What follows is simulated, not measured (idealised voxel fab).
process module | voxel lift off
cross-section cut | 300 nm wide | cells 5 nm
A cross-section is a grid of square cells, given in bands from the top down. A band is one or more rows of cells.
Each band's line starts with the height of the band's top and of its bottom, in nm. Then come its materials from left to right, each with its width in nm. One material with "throughout" fills the band from edge to edge. "air" is empty space.
Height 0 is the level under which the wafer as received is all one material. The lowest band goes on downwards, as in "0 down".
A width such as "30 to 40" changes by the same amount from each row of cells to the next, from the band's top row to its bottom row.
"no change" after a step means that no cell of the cross-section changed.
closed voids: empty space of 8 cells or more with no open way to the top, each as width x height at its distance from the left edge, in nm
after a step's settings: what the simulator itself notes on the step
overlay nm, on a step with a mask: how far to the right of its planned place the mask lay; to the left if negative
plan
1 op RECEIVE | material Si
2 op CONFORMAL_DEP | material SiN | thk nm 15
3 op PATTERN | tone open | mask id LINES | material resist | width nm 15 | pitch nm 30 | thk nm 30 | overlay nm 0
4 op DIRECTIONAL_DEP | material Ru | thk nm 15
5 op STRIP | etch materials resist
6 op CONFORMAL_DEP | material SiCN | thk nm 5
as received, after step 1
  0 down: Si throughout
  closed voids: none
a wafer at the end: this start, this plan, one mistake
  35 to 30: air 120 | SiCN 25 | air 5 | SiCN 25 | air 125
  30 to 20: air 120 | SiCN 5 | Ru 15 | SiCN 5 | air 5 | SiCN 5 | Ru 15 | SiCN 5 | air 125
  20 to 15: SiCN 125 | Ru 15 | SiCN 15 | Ru 15 | SiCN 130
  15 to 0: Ru throughout
  0 down: Si throughout
  closed voids: none
what went wrong: step 2 ran as: op CONFORMAL_DEP | material Ru | thk nm 15
